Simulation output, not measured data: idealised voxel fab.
You're looking at the process module voxel capacitor over wiring.
Displayed cross-section: cut, width of 190 nm, square cells sized 5 nm.
Cross-section, as written here: a square-cell grid given band by band from the top down, where a band holds one or more rows of cells. This entry defines a band. It first specifies the height of the band's top and the height of its bottom in nm, and then specifies the band's materials from left to right, stating each material with its width in nm. The word "all across" identifies a single material that fills the band from edge to edge, while the word "empty" identifies empty space. A quick word on heights: they are counted from 0, and under that level the wafer as it came to us is one material throughout. The lowest band is different from the rest in having no bottom; it simply continues downward, written as in "0 down". When a width is written as two numbers, as in "30 to 40", the first number is the width in the top row of cells of the band and the second is the width in its bottom row, and the width changes by the same amount from each row to the next. It should be understood that the words "no modification", when stated for a given step, signify that the cross-section underwent no change in any of its cells during that step. Any empty space of 8 cells or more lacking an open way to the top shows up in "Trapped voids" as width x height at distance, distance from the left edge, in nm. The remark found on a step's line after its settings is issued by the simulator itself and pertains to that step. A step line may carry the setting "overlay nm", which, for steps involving a mask, states the distance by which the mask lay to the right of its intended position; negative values denote displacement to the left.

**These are the steps we planned for the process**
1: RECEIVE | material Si
2: CONFORMAL_DEP | material SiO2 | thk nm 15
3: DIRECTIONAL_DEP | material TiN | thk nm 5
4: DIRECTIONAL_DEP | material Ru | thk nm 15
5: PATTERN | tone cover | mask id METAL_1 | material resist | width nm 30 | pitch nm 95 | thk nm 20 | overlay nm 0
6: DIRECTIONAL_ETCH | etch materials Ru | depth nm 15
7: DIRECTIONAL_ETCH | etch materials TiN | depth nm 5
8: STRIP | etch materials resist
9: FILL_DEP | material lowk | thk nm 5
10: CMP | height nm 35
11: CONFORMAL_DEP | material SiCN | thk nm 5
12: DIRECTIONAL_DEP | material SiO2 | thk nm 20
13: DIRECTIONAL_DEP | material aC | thk nm 10
14: PATTERN | tone open | mask id PLUG_1 | material resist | width nm 15 | thk nm 25 | overlay nm 0
15: DIRECTIONAL_ETCH | etch materials aC | depth nm 10
16: STRIP | etch materials resist
17: DIRECTIONAL_ETCH | etch materials SiO2 | depth nm 20
18: DIRECTIONAL_ETCH | etch materials SiCN | depth nm 5
19: STRIP | etch materials aC
20: EPI | material Ru | thk nm 10
21: EPI | material Ru | thk nm 10
22: EPI | material Ru | thk nm 5
23: DIRECTIONAL_DEP | material TiN | thk nm 5
24: DIRECTIONAL_DEP | material Al2O3 | thk nm 5
25: DIRECTIONAL_DEP | material TiN | thk nm 10
26: DIRECTIONAL_DEP | material aC | thk nm 10
27: PATTERN | tone cover | mask id UPPER_PLATE | material resist | width nm 70 | thk nm 25 | overlay nm 0
28: DIRECTIONAL_ETCH | etch materials aC | depth nm 10
29: STRIP | etch materials resist
30: DIRECTIONAL_ETCH | etch materials TiN | depth nm 10
31: DIRECTIONAL_ETCH | etch materials Al2O3 | depth nm 5
32: STRIP | etch materials aC
33: DIRECTIONAL_DEP | material aC | thk nm 15
34: PATTERN | tone cover | mask id LOWER_PLATE | material resist | width nm 80 | thk nm 35 | overlay nm 0
35: DIRECTIONAL_ETCH | etch materials aC | depth nm 15
36: STRIP | etch materials resist
37: DIRECTIONAL_ETCH | etch materials TiN | depth nm 5
38: STRIP | etch materials aC
39: FILL_DEP | material SiO2 | thk nm 15
40: CMP | height nm 90
41: MASKED_ETCH | tone open | mask id PLUG_2 | width nm 15 | etch materials SiO2 | depth nm 10 | overlay nm 0
42: CONFORMAL_DEP | material TiN | thk nm 5
43: FILL_DEP | material W | thk nm 10
44: CMP | height nm 90
45: CONFORMAL_DEP | material SiCN | thk nm 5

**Shown in cross-section is the wafer as received, that is, as it stands after step 1**
> 0 down  Si all across
> Trapped voids: none

**Sectioned view, first of two wafers, at the close of the module, processed as intended in the plan**
> 95 to 90  SiCN all across
> 90 to 85  SiO2 (55), TiN (5), W (5), TiN (5), SiO2 (120)
> 85 to 80  SiO2 (55), TiN (15), SiO2 (120)
> 80 to 70  SiO2 (45), TiN (70), SiO2 (75)
> 70 to 65  SiO2 (45), Al2O3 (70), SiO2 (75)
> 65 to 60  SiO2 (40), TiN (80), SiO2 (70)
> 60 to 40  SiO2 (45), Ru (15), SiO2 (130)
> 40 to 35  SiCN (45), Ru (15), SiCN (130)
> 35 to 20  lowk (30), Ru (30), lowk (65), Ru (30), lowk (35)
> 20 to 15  lowk (30), TiN (30), lowk (65), TiN (30), lowk (35)
> 15 to 0  SiO2 all across
> 0 down  Si all across
> Trapped voids: none

**Wafer two, sectioned after the module: the first wafer's start, the first wafer's plan, and one mistake in how it was run**
> 95 to 90  SiCN all across
> 90 to 85  SiO2 (55), TiN (5), W (5), TiN (5), SiO2 (120)
> 85 to 80  SiO2 (55), TiN (15), SiO2 (120)
> 80 to 70  SiO2 (45), TiN (15), SiO2 (40), TiN (15), SiO2 (75)
> 70 to 65  SiO2 (45), Al2O3 (15), SiO2 (40), Al2O3 (15), SiO2 (75)
> 65 to 60  SiO2 (40), TiN (20), SiO2 (40), TiN (20), SiO2 (70)
> 60 to 55  SiO2 (5), Ru (40), SiO2 (55), Ru (80), SiO2 (10)
> 55 to 45  SiO2 (5), Ru (40), SiO2 (15), TiN (40), Ru (80), SiO2 (10)
> 45 to 40  SiO2 (5), Ru (40), SiO2 (15), Al2O3 (40), Ru (80), SiO2 (10)
> 40 to 35  SiO2 (5), Ru (40), SiCN (15), TiN (40), Ru (80), SiO2 (10)
> 35 to 20  lowk (30), Ru (30), lowk (65), Ru (30), lowk (35)
> 20 to 15  lowk (30), TiN (30), lowk (65), TiN (30), lowk (35)
> 15 to 0  SiO2 all across
> 0 down  Si all across
> Trapped voids: none
Against the plan, the run slipped here: step 14 changed vs plan, executed as PATTERN | tone cover | mask id PLUG_1 | material resist | width nm 15 | thk nm 25 | overlay nm 0
End of process, cell counts, second wafer against first, materials with more or fewer: 105 more of Ru, 32 fewer of SiCN, 73 fewer of SiO2
